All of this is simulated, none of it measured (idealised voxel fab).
You're looking at the process module voxel self aligned contacts.
The cross-section on display is named cut; it measures 225 nm wide, and its cells are 5 nm squares.
How to read a cross-section here: the picture is a grid of square cells, written as bands going from the top down, and any band can span one or more rows of cells.
Each band's line starts with the height of the band's top and of its bottom, in nm. Then come its materials from left to right, each with its width in nm. One material with "edge to edge" fills the band from edge to edge. "blank" is empty space.
Basically, 0 is our baseline, since under it the wafer straight out of the box is all one material. The bottom band has no lower end and keeps on going down, so it looks like "from 0 down".
The expression "30 to 40" gives the width at the extremes of the band, the first number at its top row of cells and the second at its bottom row, with the width changing by equal amounts from each row to the next in between.
Step note "same as before" = no cross-section cell changed.
Empty spaces without an open route to the top, at least 8 cells in extent, make up the entry "Unvented voids"; each is given as width x height at distance, where the distance is measured from the left edge, and all are in nm.
That trailing text on a step's line, after the settings, is the simulator's own remark on the step.
For masked steps, "overlay nm" on the step line gives how far right of plan the mask actually lay; a minus sign means it lay to the left.
THE FOLLOWING LIST GIVES THE PLANNED PROCESS STEPS
1,RECEIVE | material Si
2,CONFORMAL_DEP | material SiO2 | thk nm 5
3,DIRECTIONAL_DEP | material polySi | thk nm 30
4,DIRECTIONAL_DEP | material SiN | thk nm 15
5,DIRECTIONAL_DEP | material aC | thk nm 15
6,PATTERN | tone cover | mask id GATE | material resist | width nm 30 | pitch nm 65 | thk nm 35 | overlay nm -15
7,DIRECTIONAL_ETCH | etch materials aC | depth nm 15
8,STRIP | etch materials resist
9,DIRECTIONAL_ETCH | etch materials SiN | depth nm 15
10,DIRECTIONAL_ETCH | etch materials polySi | depth nm 30
11,STRIP | etch materials aC
12,CONFORMAL_DEP | material SiN | thk nm 5
13,DIRECTIONAL_ETCH | etch materials SiN | depth nm 5
14,FILL_DEP | material SiO2 | thk nm 15
15,CMP | height nm 55
16,MASKED_ETCH | tone open | mask id CONTACT | width nm 45 | etch materials SiO2 | depth nm 55 | overlay nm 0
17,CONFORMAL_DEP | material TiN | thk nm 5
18,FILL_DEP | material W | thk nm 5
19,CMP | height nm 55
20,CONFORMAL_DEP | material SiN | thk nm 5
Keep in mind the plan's value for the overlay nm of step 6 comes from the first wafer; the wafers don't share that setting, but they do share the same starting point.
RECEIVED WAFERS, FIRST OF SEVERAL: CROSS-SECTION AFTER STEP 1
- from 0 down: Si edge to edge
- Unvented voids: none
LAST STEP OF THE MODULE IS STEP 20; AFTER IT, THE FIRST OF SEVERAL WAFERS IN CROSS-SECTION
- from 60 to 55: SiN edge to edge
- from 55 to 50: SiO2 (90) | TiN (5) | W (10) | TiN (30) | SiO2 (90)
- from 50 to 35: SiO2 (45) | SiN (40) | SiO2 (5) | TiN (5) | W (10) | TiN (5) | SiN (40) | SiO2 (75)
- from 35 to 5: SiO2 (45) | SiN (5) | polySi (30) | SiN (5) | SiO2 (5) | TiN (5) | W (10) | TiN (5) | SiN (5) | polySi (30) | SiN (5) | SiO2 (75)
- from 5 to 0: SiO2 (90) | TiN (20) | SiO2 (115)
- from 0 down: Si edge to edge
- Unvented voids: none
CROSS-SECTIONAL DEPICTION OF THE LAST OF SEVERAL WAFERS UPON COMPLETION OF THE MODULE
- from 60 to 55: SiN edge to edge
- from 55 to 50: SiO2 (90) | TiN (30) | W (10) | TiN (5) | SiO2 (90)
- from 50 to 35: SiO2 (75) | SiN (40) | TiN (5) | W (10) | TiN (5) | SiO2 (5) | SiN (40) | SiO2 (45)
- from 35 to 5: SiO2 (75) | SiN (5) | polySi (30) | SiN (5) | TiN (5) | W (10) | TiN (5) | SiO2 (5) | SiN (5) | polySi (30) | SiN (5) | SiO2 (45)
- from 5 to 0: SiO2 (115) | TiN (20) | SiO2 (90)
- from 0 down: Si edge to edge
- Unvented voids: none
SO IN THIS TABLE EVERY WAFER GETS ITS OWN ROW, AND WHAT YOU SEE IS WHERE IT STANDS AT THE END OF THE MODULE: FOR EACH MATERIAL, HOW MANY CELLS IT PICKED UP (+) OR GAVE UP (-) SINCE WE RECEIVED IT, AND AFTER THAT ITS CLOSED VOIDS
overlay nm -15 | +117 SiN | +302 SiO2 | +29 TiN | +20 W | +72 polySi | Unvented voids: none
overlay nm -10 | +117 SiN | +292 SiO2 | +29 TiN | +30 W | +72 polySi | Unvented voids: none
overlay nm -5 | +117 SiN | +292 SiO2 | +29 TiN | +30 W | +72 polySi | Unvented voids: none
overlay nm 0 | +117 SiN | +292 SiO2 | +29 TiN | +30 W | +72 polySi | Unvented voids: none
overlay nm 5 | +117 SiN | +292 SiO2 | +29 TiN | +30 W | +72 polySi | Unvented voids: none
overlay nm 10 | +117 SiN | +292 SiO2 | +29 TiN | +30 W | +72 polySi | Unvented voids: none
overlay nm 15 | +117 SiN | +302 SiO2 | +29 TiN | +20 W | +72 polySi | Unvented voids: none
